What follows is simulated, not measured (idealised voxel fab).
Proc. module: voxel spacer lines
Displayed cross-section: cut, width of 300 nm, square cells sized 5 nm.
Cross-section format: a grid of square cells, given as bands from top to bottom; each band is one or more rows of cells.
First you get the band's top height and its bottom height, in nm, and then the materials it's made of, left to right, with each width in nm. If you see a single material with "all across", that one covers the band edge to edge. "air" is empty space.
The reference from which all heights are counted is 0, the level beneath which the as-received wafer is entirely one material; the lowest band, having no lower bound, proceeds downward and is written after the example "0 and below".
Read "30->40" as a graded width: first number on top, second number at the bottom, same change between each pair of neighbouring rows.
Any step labelled "remains unaltered" changed none of the cells in the cross-section.
"Enclosed internal cavities" lists enclosed empty spaces (at least 8 cells, no open path upward to the top), each as width x height at distance from the left edge, in nm.
That trailing text on a step's line, after the settings, is the simulator's own remark on the step.
overlay nm: for a step with a mask, the amount by which the mask lay right of where it was planned; a negative amount means left of it.
-- The following list gives the planned process steps
1 RECEIVE,material Si
2 CONFORMAL_DEP,material SiO2,thk nm 5
3 DIRECTIONAL_DEP,material W,thk nm 10
4 DIRECTIONAL_DEP,material polySi,thk nm 30
5 PATTERN,tone cover,mask id MANDREL,material resist,width nm 20,pitch nm 70,thk nm 35,overlay nm 0
6 DIRECTIONAL_ETCH,etch materials polySi,depth nm 30
7 STRIP,etch materials resist
8 CONFORMAL_DEP,material SiN,thk nm 15
9 DIRECTIONAL_ETCH,etch materials SiN,depth nm 15
10 STRIP,etch materials polySi
11 DIRECTIONAL_ETCH,etch materials W,depth nm 10
12 STRIP,etch materials SiN
13 FILL_DEP,material SiO2,thk nm 5
14 CMP,height nm 15
-- Wafer at receipt (post step 1), cross-section
* 0 and below: Si all across
* Enclosed internal cavities: none
-- Looking at the first of two wafers in cross-section at end of module - ran to plan
* 15 down to 5: SiO2: 55 / W: 15 / SiO2: 20 / W: 15 / SiO2: 20 / W: 15 / SiO2: 20 / W: 15 / SiO2: 20 / W: 15 / SiO2: 20 / W: 15 / SiO2: 55
* 5 down to 0: SiO2 all across
* 0 and below: Si all across
* Enclosed internal cavities: none
-- What the second wafer looks like in cross-section once the module is done. Its start and its plan matched the first wafer's exactly; what differed was one mistake in how it was run
* 15 down to 10: SiO2 all across
* 10 down to 5: SiO2: 55 / W: 15 / SiO2: 20 / W: 15 / SiO2: 20 / W: 15 / SiO2: 20 / W: 15 / SiO2: 20 / W: 15 / SiO2: 20 / W: 15 / SiO2: 55
* 5 down to 0: SiO2 all across
* 0 and below: Si all across
* Enclosed internal cavities: none
Finding, execution versus plan: step 3: run off-plan, actual operation and settings DIRECTIONAL_DEP,material W,thk nm 5
Final tally in cells, some materials are higher or lower on the second wafer than on the first: SiO2 +18; W -18
